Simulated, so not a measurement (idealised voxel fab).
process module | voxel capacitor over wiring
cross-section cut | 230 nm wide | cells 5 nm
A cross-section is a grid of square cells, given in bands from the top down. A band is one or more rows of cells.
Each band's line starts with the height of the band's top and of its bottom, in nm. Then come its materials from left to right, each with its width in nm. One material with "throughout" fills the band from edge to edge. "air" is empty space.
Height 0 is the level under which the wafer as received is all one material. The lowest band goes on downwards, as in "0 down".
A width such as "30 to 40" changes by the same amount from each row of cells to the next, from the band's top row to its bottom row.
"no change" after a step means that no cell of the cross-section changed.
closed voids: empty space of 8 cells or more with no open way to the top, each as width x height at its distance from the left edge, in nm
after a step's settings: what the simulator itself notes on the step
overlay nm, on a step with a mask: how far to the right of its planned place the mask lay; to the left if negative
plan
1 op RECEIVE | material Si
2 op CONFORMAL_DEP | material SiO2 | thk nm 15
3 op DIRECTIONAL_DEP | material TiN | thk nm 5
4 op DIRECTIONAL_DEP | material Ru | thk nm 20
5 op PATTERN | tone cover | mask id METAL_1 | material resist | width nm 30 | pitch nm 80 | thk nm 20 | overlay nm 0
6 op DIRECTIONAL_ETCH | etch materials Ru | depth nm 20
7 op DIRECTIONAL_ETCH | etch materials TiN | depth nm 5
8 op STRIP | etch materials resist
9 op CONFORMAL_DEP | material SiN | thk nm 5
10 op FILL_DEP | material lowk | thk nm 10
11 op CMP | height nm 40
12 op CONFORMAL_DEP | material SiCN | thk nm 5
13 op DIRECTIONAL_DEP | material lowk | thk nm 15
14 op MASKED_ETCH | tone open | mask id PLUG_1 | width nm 15 | etch materials lowk | depth nm 15 | overlay nm 0
15 op MASKED_ETCH | tone open | mask id PLUG_1 | width nm 15 | etch materials SiCN | depth nm 5 | overlay nm 0
16 op CONFORMAL_DEP | material TiN | thk nm 5
17 op FILL_DEP | material W | thk nm 5
18 op CMP | height nm 60
19 op DIRECTIONAL_DEP | material TiN | thk nm 5
20 op DIRECTIONAL_DEP | material HfO2 | thk nm 5
21 op DIRECTIONAL_DEP | material TiN | thk nm 5
22 op PATTERN | tone cover | mask id UPPER_PLATE | material resist | width nm 55 | thk nm 20 | overlay nm 0
23 op DIRECTIONAL_ETCH | etch materials TiN | depth nm 5
24 op DIRECTIONAL_ETCH | etch materials HfO2 | depth nm 5
25 op STRIP | etch materials resist
26 op DIRECTIONAL_DEP | material aC | thk nm 15
27 op PATTERN | tone cover | mask id LOWER_PLATE | material resist | width nm 65 | thk nm 30 | overlay nm 0
28 op DIRECTIONAL_ETCH | etch materials aC | depth nm 15
29 op STRIP | etch materials resist
30 op DIRECTIONAL_ETCH | etch materials TiN | depth nm 5
31 op STRIP | etch materials aC
32 op FILL_DEP | material SiO2 | thk nm 15
33 op CMP | height nm 85
34 op DIRECTIONAL_DEP | material aC | thk nm 10
35 op PATTERN | tone open | mask id PLUG_2 | material resist | width nm 15 | thk nm 30 | overlay nm 0
36 op DIRECTIONAL_ETCH | etch materials aC | depth nm 10
37 op STRIP | etch materials resist
38 op DIRECTIONAL_ETCH | etch materials SiO2 | depth nm 10
39 op STRIP | etch materials aC
40 op CONFORMAL_DEP | material TiN | thk nm 5
41 op FILL_DEP | material W | thk nm 10
42 op CMP | height nm 85
43 op CONFORMAL_DEP | material SiCN | thk nm 5
as received, after step 1
  0 down: Si throughout
  closed voids: none
first wafer at the end, as planned
  90 to 85: SiCN throughout
  85 to 80: SiO2 85 | TiN 5 | W 5 | TiN 5 | SiO2 130
  80 to 70: SiO2 85 to 75 | TiN 15 to 55 | SiO2 130 to 100
  70 to 65: SiO2 75 | HfO2 55 | SiO2 100
  65 to 60: SiO2 70 | TiN 65 | SiO2 95
  60 to 45: lowk 75 | TiN 5 | W 5 | TiN 5 | lowk 140
  45 to 40: SiCN 75 | TiN 15 | SiCN 140
  40 to 20: lowk 55 | SiN 5 | Ru 30 | SiN 5 | lowk 40 | SiN 5 | Ru 30 | SiN 5 | lowk 55
  20 to 15: SiN 60 | TiN 30 | SiN 50 | TiN 30 | SiN 60
  15 to 0: SiO2 throughout
  0 down: Si throughout
  closed voids: none
second wafer at the end: like start, like plan, one mistake
  90 to 85: SiCN throughout
  85 to 80: SiO2 85 | TiN 5 | W 5 | TiN 5 | SiO2 130
  80 to 70: SiO2 85 to 75 | TiN 15 to 55 | SiO2 130 to 100
  70 to 65: SiO2 75 | HfO2 55 | SiO2 100
  65 to 60: SiO2 70 | TiN 65 | SiO2 95
  60 to 50: lowk 75 | TiN 5 | W 5 | TiN 5 | lowk 140
  50 to 45: lowk 75 | TiN 15 | lowk 140
  45 to 40: SiCN 75 | TiN 10 | SiCN 145
  40 to 20: lowk 55 | SiN 5 | Ru 30 | SiN 5 | lowk 40 | SiN 5 | Ru 30 | SiN 5 | lowk 55
  20 to 15: SiN 60 | TiN 30 | SiN 50 | TiN 30 | SiN 60
  15 to 0: SiO2 throughout
  0 down: Si throughout
  closed voids: none
what went wrong: step 15 ran as: op MASKED_ETCH | tone open | mask id PLUG_1 | width nm 15 | etch materials SiCN | depth nm 5 | overlay nm -5
at the end the second wafer has, in cells: 1 more of SiCN | 1 fewer of W
